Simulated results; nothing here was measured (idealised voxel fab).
voxel ribs on slabs: a process module
The cross-section on display is named cut; it measures 280 nm wide, and its cells are 5 nm squares.
A cross-section in this document is a grid of square cells, and it is written down as bands, the top band listed before the ones below it; a band is made up of one or more rows of cells.
Basically the band line says how high the top is and how high the bottom is, in nm, and then what's in it from left to right, every material with its width in nm. Empty space shows up as "air", and if a single material carries "throughout" it runs the full band edge to edge.
We count height from 0. Below that, the starting wafer is all one material. The lowest band never ends at the bottom but goes on down; see "z 0 and below" for how that is written.
Note: "30->40" means the width goes from the first number (top row of the band) to the second number (bottom row) in equal steps per row of cells.
Given "remains unaltered" for a step, no cell of the cross-section differs between before and after that step.
The entry "Enclosed internal cavities" lists the empty spaces that cover at least 8 cells and have no open path to the top. Each is written as width x height at distance, where the distance is measured from the left edge and all three values are in nm.
What comes after the settings on a step's line is commentary from the simulator itself on that step.
For masked steps, "overlay nm" on the step line gives how far right of plan the mask actually lay; a minus sign means it lay to the left.

### Here's what the planned process steps look like
1,RECEIVE,material Si
2,DIRECTIONAL_DEP,material SiO2,thk nm 20
3,DIRECTIONAL_DEP,material SiN,thk nm 15
4,PATTERN,tone cover,mask id RIB,material resist,width nm 15,thk nm 15,overlay nm 0
5,DIRECTIONAL_ETCH,etch materials SiN,depth nm 5
6,STRIP,etch materials resist
7,DIRECTIONAL_DEP,material aC,thk nm 10
8,PATTERN,tone cover,mask id SLAB,material resist,width nm 65,thk nm 25,overlay nm 0
9,DIRECTIONAL_ETCH,etch materials aC,depth nm 10
10,STRIP,etch materials resist
11,DIRECTIONAL_ETCH,etch materials SiN,depth nm 10
12,STRIP,etch materials aC
13,FILL_DEP,material SiO2,thk nm 15
14,CMP,height nm 45
15,DIRECTIONAL_DEP,material W,thk nm 5
16,PATTERN,tone cover,mask id HEATER,material resist,width nm 15,thk nm 20,overlay nm 0
17,DIRECTIONAL_ETCH,etch materials W,depth nm 5
18,STRIP,etch materials resist
19,CONFORMAL_DEP,material SiO2,thk nm 5
Wafers differ in width nm at step 16; plan lists the first wafer's value; identical starting state.

### Step 1 complete: as-received cross-section of the first of several wafers
* z 0 and below  Si throughout
* Enclosed internal cavities: none

### Wafer rows, end of module: cells per material gained (+) or lost (-) since receipt; closed voids last
width nm 15; +29 SiN; +533 SiO2; +3 W; Enclosed internal cavities: none
width nm 20; +29 SiN; +533 SiO2; +4 W; Enclosed internal cavities: none
width nm 25; +29 SiN; +533 SiO2; +5 W; Enclosed internal cavities: none
width nm 30; +29 SiN; +533 SiO2; +6 W; Enclosed internal cavities: none
width nm 35; +29 SiN; +533 SiO2; +7 W; Enclosed internal cavities: none
width nm 40; +29 SiN; +533 SiO2; +8 W; Enclosed internal cavities: none
